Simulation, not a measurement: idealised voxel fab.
Name of the process module below: voxel gate over fins
In the cross-section labelled cut, the width is 230 nm and each square cell is 5 nm.
For the purposes of this document, a cross-section shall be understood as a grid of square cells, specified as bands listed in top-to-bottom order, each band consisting of one or more rows of cells. In this notation a band is specified by the heights of its top and bottom, in that order and in nm, after which its materials appear from left to right, each paired with its width in nm. The word "all across" attached to a single material means that material fills the band from edge to edge; the word "air" stands for empty space. For the purposes of this specification, 0 denotes the height below which the wafer in its as-received condition is composed wholly of one material, and the lowermost band, lacking a lower limit, extends downward without end, as expressed in "0 and below". So if you see something like "30->40" for the width, read it as the top row of the band sitting at the first number and the bottom row at the second, with every row in between moving by the same amount as the last. It should be understood that the words "no alterations made", when stated for a given step, signify that the cross-section underwent no change in any of its cells during that step. So "Voids, enclosed" is basically the list of trapped voids: any empty space of 8 cells or more that can't reach the top through an opening. They're written width x height at distance, the distance being from the left edge, and it's all nm. That trailing text on a step's line, after the settings, is the simulator's own remark on the step. overlay nm, on a step with a mask: how far to the right of its planned place the mask lay; to the left if negative.

plan
1,RECEIVE with material Si
2,CONFORMAL_DEP with material SiN, thk nm 5
3,PATTERN with tone cover, mask id FINS, material resist, width nm 15, pitch nm 60, thk nm 20, overlay nm 0
4,DIRECTIONAL_ETCH with etch materials SiN, depth nm 5
5,DIRECTIONAL_ETCH with etch materials Si, depth nm 35
6,STRIP with etch materials resist
7,OXIDIZE with depth nm 5
8,FILL_DEP with material SiO2, thk nm 15
9,CMP with height nm 5
10,PATTERN with tone open, mask id RAIL, material resist, width nm 15, thk nm 20, overlay nm 0
11,DIRECTIONAL_ETCH with etch materials SiO2, depth nm 35
12,STRIP with etch materials resist
13,CONFORMAL_DEP with material TiN, thk nm 5
14,FILL_DEP with material Ru, thk nm 10
15,CMP with height nm 5
16,SELECTIVE_ETCH with etch materials W Ru TiN, depth nm 30
17,FILL_DEP with material SiO2, thk nm 5
18,CMP with height nm 5
19,SELECTIVE_ETCH with etch materials SiO2, depth nm 20
20,STRIP with etch materials SiN
21,CONFORMAL_DEP with material HfO2, thk nm 5
22,CONFORMAL_DEP with material TiN, thk nm 5
23,CONFORMAL_DEP with material TiAl, thk nm 5
24,CONFORMAL_DEP with material TiN, thk nm 5
25,FILL_DEP with material W, thk nm 15
26,CMP with height nm 30
27,CONFORMAL_DEP with material SiN, thk nm 10

Received-state cross-section, reflecting completion of step 1
- 0 and below  Si all across
- Voids, enclosed: none

Sectioned view, first of two wafers, at the close of the module, processed as intended in the plan
- 40 down to 30  SiN all across
- 30 down to 20  W all across
- 20 down to 15  W=60 / TiN=45 / W=15 / TiN=45 / W=65
- 15 down to 10  W=60 / TiN=5 / TiAl=35 / TiN=5 / W=15 / TiN=5 / TiAl=35 / TiN=5 / W=65
- 10 down to 5  W=60 / TiN=5 / TiAl=5 / TiN=25 / TiAl=5 / TiN=5 / W=15 / TiN=5 / TiAl=5 / TiN=25 / TiAl=5 / TiN=5 / W=65
- 5 down to 0  TiN=65 / TiAl=5 / TiN=5 / HfO2=15 / TiN=5 / TiAl=5 / TiN=25 / TiAl=5 / TiN=5 / HfO2=15 / TiN=5 / TiAl=5 / TiN=70
- 0 down to -5  TiAl=70 / TiN=5 / HfO2=5 / Si=5 / HfO2=5 / TiN=5 / TiAl=35 / TiN=5 / HfO2=5 / Si=5 / HfO2=5 / TiN=5 / TiAl=75
- -5 down to -10  TiN=75 / HfO2=5 / Si=5 / HfO2=5 / TiN=45 / HfO2=5 / Si=5 / HfO2=5 / TiN=80
- -10 down to -15  HfO2=80 / Si=5 / HfO2=55 / Si=5 / HfO2=85
- -15 down to -25  SiO2=80 / Si=5 / SiO2=55 / Si=5 / SiO2=85
- -25 down to -30  SiO2=80 / Si=5 / SiO2=20 / TiN=15 / SiO2=20 / Si=5 / SiO2=85
- -30 down to -40  SiO2=80 / Si=5 / SiO2=55 / Si=5 / SiO2=85
- -40 and below  Si all across
- Voids, enclosed: none

Same start, same plan as the first wafer - but one mistake in the run. Cross-section of the second of the two at the end of the module
- 40 down to 30  SiN all across
- 30 down to 20  W all across
- 20 down to 15  W=60 / TiN=45 / W=15 / TiN=45 / W=65
- 15 down to 10  W=60 / TiN=5 / TiAl=35 / TiN=5 / W=15 / TiN=5 / TiAl=35 / TiN=5 / W=65
- 10 down to 5  W=60 / TiN=5 / TiAl=5 / TiN=25 / TiAl=5 / TiN=5 / W=15 / TiN=5 / TiAl=5 / TiN=25 / TiAl=5 / TiN=5 / W=65
- 5 down to 0  TiN=65 / TiAl=5 / TiN=5 / HfO2=15 / TiN=5 / TiAl=5 / TiN=25 / TiAl=5 / TiN=5 / HfO2=15 / TiN=5 / TiAl=5 / TiN=70
- 0 down to -5  TiAl=70 / TiN=5 / HfO2=5 / Si=5 / HfO2=5 / TiN=5 / TiAl=35 / TiN=5 / HfO2=5 / Si=5 / HfO2=5 / TiN=5 / TiAl=75
- -5 down to -10  TiN=75 / HfO2=5 / Si=5 / HfO2=5 / TiN=45 / HfO2=5 / Si=5 / HfO2=5 / TiN=80
- -10 down to -15  HfO2=80 / Si=5 / HfO2=55 / Si=5 / HfO2=85
- -15 down to -25  SiO2=80 / Si=5 / SiO2=55 / Si=5 / SiO2=85
- -25 down to -30  SiO2=80 / Si=5 / SiO2=10 / TiN=15 / SiO2=30 / Si=5 / SiO2=85
- -30 down to -40  SiO2=80 / Si=5 / SiO2=55 / Si=5 / SiO2=85
- -40 and below  Si all across
- Voids, enclosed: none
What broke from the plan during processing? step 10 ran as: PATTERN with tone open, mask id RAIL, material resist, width nm 15, thk nm 20, overlay nm -10
Matching per-material cell counts, mismatched positions: that is how the second wafer compares with the first at the end.
